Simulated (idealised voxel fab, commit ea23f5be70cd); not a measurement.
process module | voxel air gaps
cross-section cut | 275 nm wide | cells 5 nm
A cross-section is a grid of square cells, given in bands from the top down. A band is one or more rows of cells.
Each band's line starts with the height of the band's top and of its bottom, in nm. Then come its materials from left to right, each with its width in nm. One material with "throughout" fills the band from edge to edge. "air" is empty space.
Height 0 is the level under which the wafer as received is all one material. The lowest band goes on downwards, as in "0 down".
A width such as "30 to 40" changes by the same amount from each row of cells to the next, from the band's top row to its bottom row.
"no change" after a step means that no cell of the cross-section changed.
closed voids: empty space of 8 cells or more with no open way to the top, each as width x height at its distance from the left edge, in nm
after a step's settings: what the simulator itself notes on the step
overlay nm, on a step with a mask: how far to the right of its planned place the mask lay; to the left if negative
plan
1 op RECEIVE | material Si
2 op CONFORMAL_DEP | material SiO2 | thk nm 10
3 op CONFORMAL_DEP | material SiCN | thk nm 5
4 op DIRECTIONAL_DEP | material SiO2 | thk nm 35
5 op MASKED_ETCH | tone open | mask id LINES | width nm 20 | pitch nm 45 | etch materials SiO2 | depth nm 35 | overlay nm 0
6 op CONFORMAL_DEP | material TiN | thk nm 5
7 op FILL_DEP | material Ru | thk nm 5
8 op CMP | height nm 50
9 op EPI | material Ru | thk nm 10
10 op SELECTIVE_ETCH | etch materials SiO2 | depth nm 45
11 op CONFORMAL_DEP | material SiCN | thk nm 5
as received, after step 1
  0 down: Si throughout
  closed voids: none
a wafer at the end: this start, this plan, one mistake
  65 to 60: air 55 | SiCN 140 | air 80
  60 to 50: air 55 | SiCN 5 | Ru 40 | SiCN 5 | Ru 40 | SiCN 5 | Ru 40 | SiCN 5 | air 80
  50 to 45: air 55 | SiCN 15 | TiN 5 | Ru 10 | TiN 5 | SiCN 25 | TiN 5 | Ru 10 | TiN 5 | SiCN 25 | TiN 5 | Ru 10 | TiN 5 | SiCN 15 | air 80
  45 to 20: air 65 | SiCN 5 | TiN 5 | Ru 10 | TiN 5 | SiCN 5 | air 15 | SiCN 5 | TiN 5 | Ru 10 | TiN 5 | SiCN 5 | air 15 | SiCN 5 | TiN 5 | Ru 10 | TiN 5 | SiCN 5 | air 90
  20 to 15: SiCN 70 | TiN 20 | SiCN 25 | TiN 20 | SiCN 25 | TiN 20 | SiCN 95
  15 to 10: SiCN throughout
  10 to 0: SiO2 throughout
  0 down: Si throughout
  closed voids: 15 x 25 at 95; 15 x 25 at 140
what went wrong: step 5 ran as: op MASKED_ETCH | tone open | mask id LINES | width nm 20 | pitch nm 45 | etch materials SiO2 | depth nm 35 | overlay nm -10
